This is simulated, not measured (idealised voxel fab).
Proc. module: voxel transistor to metal
The cross-section shown here is cut; it is 285 nm wide and divided into square cells measuring 5 nm on a side.
Cross-section format: a grid of square cells, given as bands from top to bottom; each band is one or more rows of cells. What a band's entry tells you: where the top is and where the bottom is, as heights in nm, and after that what lies inside, material by material from left to right, each with its width in nm. Empty space is written as the word "air", and a single material marked with the word "everywhere" occupies the band from edge to edge. We count height from 0. Below that, the starting wafer is all one material. The lowest band never ends at the bottom but goes on down; see "0..down" for how that is written. Quick explanation for "30->40": the width changes in equal steps down the rows of cells, from the first number in the band's top row to the second number in its bottom row. It should be understood that the words "identical to before", when stated for a given step, signify that the cross-section underwent no change in any of its cells during that step. In the "Enclosed internal voids" entry, you get each enclosed empty space of 8 cells or more, one with no open way to the top, written width x height at distance, distance from the left edge, in nm. On each step's line, the part that comes after the settings is the simulator's own comment on the step. The setting "overlay nm" may be written on the line of a step. When the step uses a mask, the value reports how far to the right of the planned place the mask lay, and a negative value reports that it lay to the left.
Planned step list for the process:
| 1 | RECEIVE | material Si |
| 2 | OXIDIZE | depth nm 5 |
| 3 | CONFORMAL_DEP | material SiN | thk nm 10 |
| 4 | PATTERN | tone cover | mask id ACTIVE | material resist | width nm 115 | pitch nm 135 | thk nm 15 | overlay nm 0 |
| 5 | DIRECTIONAL_ETCH | etch materials SiN | depth nm 10 |
| 6 | DIRECTIONAL_ETCH | etch materials SiO2 | depth nm 5 |
| 7 | DIRECTIONAL_ETCH | etch materials Si | depth nm 20 |
| 8 | STRIP | etch materials resist |
| 9 | FILL_DEP | material SiO2 | thk nm 15 |
| 10 | CMP | height nm 10 |
| 11 | SELECTIVE_ETCH | etch materials SiO2 | depth nm 10 |
| 12 | STRIP | etch materials SiN |
| 13 | SELECTIVE_ETCH | etch materials SiO2 | depth nm 5 |
| 14 | OXIDIZE | depth nm 5 |
| 15 | DIRECTIONAL_DEP | material polySi | thk nm 25 |
| 16 | DIRECTIONAL_DEP | material SiCN | thk nm 10 |
| 17 | MASKED_ETCH | tone cover | mask id GATE | width nm 15 | pitch nm 135 | etch materials SiCN | depth nm 20 | overlay nm 0 |
| 18 | MASKED_ETCH | tone cover | mask id GATE | width nm 15 | pitch nm 135 | etch materials polySi | depth nm 35 | overlay nm 0 |
| 19 | CONFORMAL_DEP | material SiN | thk nm 5 |
| 20 | DIRECTIONAL_ETCH | etch materials SiN | depth nm 5 |
| 21 | DIRECTIONAL_ETCH | etch materials SiO2 | depth nm 5 |
| 22 | EPI | material nSi | thk nm 5 |
| 23 | FILL_DEP | material SiO2 | thk nm 5 |
| 24 | CMP | height nm 30 |
| 25 | DIRECTIONAL_DEP | material SiO2 | thk nm 15 |
| 26 | MASKED_ETCH | tone open | mask id CONTACT | width nm 20 | etch materials SiO2 | depth nm 50 | overlay nm -10 |
| 27 | CONFORMAL_DEP | material TiN | thk nm 5 |
| 28 | FILL_DEP | material W | thk nm 5 |
| 29 | CMP | height nm 45 |
| 30 | CONFORMAL_DEP | material SiCN | thk nm 5 |
| 31 | DIRECTIONAL_DEP | material SiO2 | thk nm 25 |
| 32 | PATTERN | tone open | mask id METAL_1 | material resist | width nm 20 | thk nm 20 | overlay nm 0 |
| 33 | DIRECTIONAL_ETCH | etch materials SiO2 | depth nm 25 |
| 34 | DIRECTIONAL_ETCH | etch materials SiCN | depth nm 5 |
| 35 | STRIP | etch materials resist |
| 36 | CONFORMAL_DEP | material TiN | thk nm 5 |
| 37 | FILL_DEP | material Cu | thk nm 10 |
| 38 | CMP | height nm 75 |
| 39 | CONFORMAL_DEP | material SiCN | thk nm 5 |
Split variable: overlay nm, step 26. Plan value = first wafer. Wafers start alike.
Here's the first of the wafers in cross-section, just as we got it, i.e. after step 1:
    0..down: Si everywhere
    Enclosed internal voids: none
Here is how to read the rows: every wafer has a row, and it shows the wafer at the end of the module, giving for each material how many cells were gained (+) or lost (-) since the wafer was received, then listing its closed voids:
overlay nm -10, +40 Cu, -147 Si, +110 SiCN, +28 SiN, +595 SiO2, +144 TiN, +72 W, +40 nSi, +30 polySi, Enclosed internal voids: none
overlay nm -5, +40 Cu, -147 Si, +110 SiCN, +28 SiN, +595 SiO2, +144 TiN, +72 W, +40 nSi, +30 polySi, Enclosed internal voids: none
overlay nm 0, +40 Cu, -147 Si, +110 SiCN, +28 SiN, +595 SiO2, +144 TiN, +72 W, +40 nSi, +30 polySi, Enclosed internal voids: none
overlay nm 5, +40 Cu, -147 Si, +110 SiCN, +28 SiN, +595 SiO2, +144 TiN, +72 W, +40 nSi, +30 polySi, Enclosed internal voids: none
overlay nm 10, +40 Cu, -147 Si, +110 SiCN, +28 SiN, +595 SiO2, +144 TiN, +72 W, +40 nSi, +30 polySi, Enclosed internal voids: none
overlay nm 15, +40 Cu, -147 Si, +110 SiCN, +28 SiN, +595 SiO2, +144 TiN, +72 W, +40 nSi, +30 polySi, Enclosed internal voids: none
